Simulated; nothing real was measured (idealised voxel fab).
Name of the process module below: voxel self aligned vias
Pictured: cross-section cut, 240 nm wide, on a grid of 5 nm square cells.
A cross-section is written here as square cells arranged in a grid, and it is given in bands from the top down, each band taking up one or more rows of cells.
It is stipulated that each band's entry specify, in nanometres, the height of the top of the band and then that of its bottom, followed by the materials of the band in left-to-right sequence, each together with its width in nanometres. A single material marked by the word "all across" is understood to fill the band from edge to edge; the word "blank" is understood to denote empty space.
Zero point of the height axis is 0; under it, received wafer = one material. Lowest band: continues down indefinitely, "0 nm and below".
You'd read "30->40" like this: the band's top row of cells is as wide as the first number, its bottom row is as wide as the second, and going down, every row changes width by the same amount as the row before did.
Where the words "nothing got changed" appear for a step, the cross-section shows no cell changed by that step; every cell remained as before.
The entry titled "Closed void register" provides the empty spaces that have no open way to the top, restricted to those of 8 cells or more. Each is presented as width x height at distance, the distance being measured from the left edge, with all three in nm.
It should be noted that, on the line of a given step, the content following the step's settings is a remark produced by the simulator itself with respect to that step.
overlay nm: mask offset rightward from planned place, masked step; negative means leftward offset.

**plan**
1: RECEIVE with material Si
2: CONFORMAL_DEP with material SiO2, thk nm 15
3: CONFORMAL_DEP with material SiCN, thk nm 5
4: DIRECTIONAL_DEP with material SiO2, thk nm 30
5: DIRECTIONAL_DEP with material aC, thk nm 10
6: PATTERN with tone open, mask id LINES, material resist, width nm 20, pitch nm 50, thk nm 30, overlay nm 0
7: DIRECTIONAL_ETCH with etch materials aC, depth nm 10
8: STRIP with etch materials resist
9: DIRECTIONAL_ETCH with etch materials SiO2, depth nm 30
10: STRIP with etch materials aC
11: CONFORMAL_DEP with material TiN, thk nm 5
12: FILL_DEP with material Ru, thk nm 5
13: CMP with height nm 50
14: SELECTIVE_ETCH with etch materials W Ru TiN, depth nm 5
15: FILL_DEP with material SiN, thk nm 5
16: CMP with height nm 50
17: DIRECTIONAL_DEP with material SiO2, thk nm 20
18: PATTERN with tone open, mask id VIAS, material resist, width nm 30, pitch nm 100, thk nm 20, overlay nm 0
19: DIRECTIONAL_ETCH with etch materials SiO2, depth nm 20
20: DIRECTIONAL_ETCH with etch materials SiN, depth nm 5
21: STRIP with etch materials resist
22: CONFORMAL_DEP with material TiN, thk nm 5
23: FILL_DEP with material Cu, thk nm 5
24: CMP with height nm 70
25: CONFORMAL_DEP with material SiN, thk nm 5

**Cross-section of the wafer at receipt, which is the condition after step 1**
0 nm and below  Si all across
Closed void register: none

**Starting structure and process plan are as shown above, but one mistake was made in running the module; the wafer cross-section at the end of the module follows**
75 nm to 70 nm  SiN all across
70 nm to 55 nm  SiO2=55, then TiN=5, then Cu=20, then TiN=5, then SiO2=70, then TiN=5, then Cu=20, then TiN=5, then SiO2=55
55 nm to 50 nm  SiO2=55, then TiN=10, then Cu=10, then TiN=10, then SiO2=70, then TiN=10, then Cu=10, then TiN=10, then SiO2=55
50 nm to 45 nm  SiO2=60, then TiN=20, then SiO2=30, then SiN=20, then SiO2=30, then TiN=20, then SiO2=60
45 nm to 25 nm  SiO2=60, then TiN=5, then Ru=10, then TiN=5, then SiO2=30, then TiN=5, then Ru=10, then TiN=5, then SiO2=30, then TiN=5, then Ru=10, then TiN=5, then SiO2=60
25 nm to 20 nm  SiO2=60, then TiN=20, then SiO2=30, then TiN=20, then SiO2=30, then TiN=20, then SiO2=60
20 nm to 5 nm  SiO2 all across
5 nm to 0 nm  SiCN all across
0 nm and below  Si all across
Closed void register: none
Nonconformance to the process plan: plan vs actual: 2 and 3 interchanged
